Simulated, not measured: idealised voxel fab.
voxel capacitor over wiring: a process module
The width of the displayed cross-section, cut, is 280 nm; its cells are square, with a size of 5 nm.
When this document writes out a cross-section, it uses a grid of square cells and lists it as bands, beginning at the top and moving down, with a band standing for one or more rows of cells. It is stipulated that each band's entry specify, in nanometres, the height of the top of the band and then that of its bottom, followed by the materials of the band in left-to-right sequence, each together with its width in nanometres. A single material marked by the word "everywhere" is understood to fill the band from edge to edge; the word "empty" is understood to denote empty space. For the purposes of this specification, 0 denotes the height below which the wafer in its as-received condition is composed wholly of one material, and the lowermost band, lacking a lower limit, extends downward without end, as expressed in "0 nm and below". Width "30->40": first value at the band's top row of cells, second value at its bottom row, equal change from row to row. "everything unchanged" means the step left every cell of the cross-section as it was. Closed empty spaces: empty space of 8 cells or more with no open way to the top, each as width x height at its distance from the left edge, in nm. The remark found on a step's line after its settings is issued by the simulator itself and pertains to that step. overlay nm: how far to the right of its planned place the mask lay on this masked step (negative: to the left).

[This section lists the process steps that were planned]
1) op RECEIVE | material Si
2) op CONFORMAL_DEP | material SiO2 | thk nm 10
3) op DIRECTIONAL_DEP | material TiN | thk nm 5
4) op DIRECTIONAL_DEP | material Ru | thk nm 15
5) op PATTERN | tone cover | mask id METAL_1 | material resist | width nm 25 | pitch nm 80 | thk nm 20 | overlay nm 0
6) op DIRECTIONAL_ETCH | etch materials Ru | depth nm 15
7) op DIRECTIONAL_ETCH | etch materials TiN | depth nm 5
8) op STRIP | etch materials resist
9) op CONFORMAL_DEP | material SiN | thk nm 5
10) op FILL_DEP | material SiO2 | thk nm 10
11) op CMP | height nm 30
12) op CONFORMAL_DEP | material SiCN | thk nm 5
13) op DIRECTIONAL_DEP | material lowk | thk nm 10
14) op DIRECTIONAL_DEP | material aC | thk nm 15
15) op PATTERN | tone open | mask id PLUG_1 | material resist | width nm 15 | thk nm 35 | overlay nm 0
16) op DIRECTIONAL_ETCH | etch materials aC | depth nm 15
17) op STRIP | etch materials resist
18) op DIRECTIONAL_ETCH | etch materials lowk | depth nm 10
19) op DIRECTIONAL_ETCH | etch materials SiCN | depth nm 5
20) op STRIP | etch materials aC
21) op CONFORMAL_DEP | material TiN | thk nm 5
22) op FILL_DEP | material W | thk nm 10
23) op CMP | height nm 45
24) op DIRECTIONAL_DEP | material TiN | thk nm 10
25) op DIRECTIONAL_DEP | material Al2O3 | thk nm 5
26) op DIRECTIONAL_DEP | material TiN | thk nm 10
27) op PATTERN | tone cover | mask id UPPER_PLATE | material resist | width nm 60 | thk nm 15 | overlay nm 0
28) op DIRECTIONAL_ETCH | etch materials TiN | depth nm 10
29) op DIRECTIONAL_ETCH | etch materials Al2O3 | depth nm 5
30) op STRIP | etch materials resist
31) op MASKED_ETCH | tone cover | mask id LOWER_PLATE | width nm 70 | etch materials TiN | depth nm 10 | overlay nm 0
32) op FILL_DEP | material SiO2 | thk nm 20
33) op CMP | height nm 85
34) op PATTERN | tone open | mask id PLUG_2 | material resist | width nm 15 | thk nm 15 | overlay nm 0
35) op DIRECTIONAL_ETCH | etch materials SiO2 | depth nm 15
36) op STRIP | etch materials resist
37) op CONFORMAL_DEP | material TiN | thk nm 5
38) op FILL_DEP | material Ru | thk nm 10
39) op CMP | height nm 85
40) op CONFORMAL_DEP | material SiCN | thk nm 5

[This is the cross-section of the wafer as we received it, i.e. after step 1]
- 0 nm and below  Si everywhere
- Closed empty spaces: none

[Here's the cross-section of the first of our two wafers at the end of the module - it ran as planned]
- 90 nm to 85 nm  SiCN everywhere
- 85 nm to 75 nm  SiO2 105  TiN 5  Ru 5  TiN 5  SiO2 160
- 75 nm to 70 nm  SiO2 105  TiN 15  SiO2 160
- 70 nm to 60 nm  SiO2 95  TiN 60  SiO2 125
- 60 nm to 55 nm  SiO2 95  Al2O3 60  SiO2 125
- 55 nm to 45 nm  SiO2 90  TiN 70  SiO2 120
- 45 nm to 35 nm  lowk 95  TiN 5  W 5  TiN 5  lowk 170
- 35 nm to 30 nm  SiCN 95  TiN 15  SiCN 170
- 30 nm to 15 nm  SiO2 80  SiN 5  Ru 25  SiN 5  SiO2 45  SiN 5  Ru 25  SiN 5  SiO2 85
- 15 nm to 10 nm  SiN 85  TiN 25  SiN 55  TiN 25  SiN 90
- 10 nm to 0 nm  SiO2 everywhere
- 0 nm and below  Si everywhere
- Closed empty spaces: none

[End-of-module cross-section of the second wafer: identical starting point and process plan to the first, with one processing mistake]
- 90 nm to 85 nm  SiCN everywhere
- 85 nm to 75 nm  SiO2 105  TiN 5  Ru 5  TiN 5  SiO2 160
- 75 nm to 70 nm  SiO2 105  TiN 15  SiO2 160
- 70 nm to 60 nm  SiO2 95  TiN 60  SiO2 125
- 60 nm to 55 nm  SiO2 95  Al2O3 60  SiO2 125
- 55 nm to 45 nm  SiO2 90  TiN 70  SiO2 120
- 45 nm to 35 nm  lowk 95  TiN 5  W 5  TiN 5  lowk 170
- 35 nm to 30 nm  SiCN 95  TiN 15  SiCN 170
- 30 nm to 20 nm  SiO2 80  SiN 5  Ru 25  SiN 5  SiO2 45  SiN 5  Ru 25  SiN 5  SiO2 85
- 20 nm to 15 nm  SiN 85  Ru 25  SiN 55  Ru 25  SiN 90
- 15 nm to 5 nm  SiO2 everywhere
- 5 nm to 0 nm  TiN everywhere
- 0 nm and below  Si everywhere
- Closed empty spaces: none
Misprocessing identified: swap of plan steps 2 and 3 during execution
Bottom line after processing is that, in cells, the second wafer is up or down on some materials versus the first: -4 SiN, -42 SiO2, +46 TiN
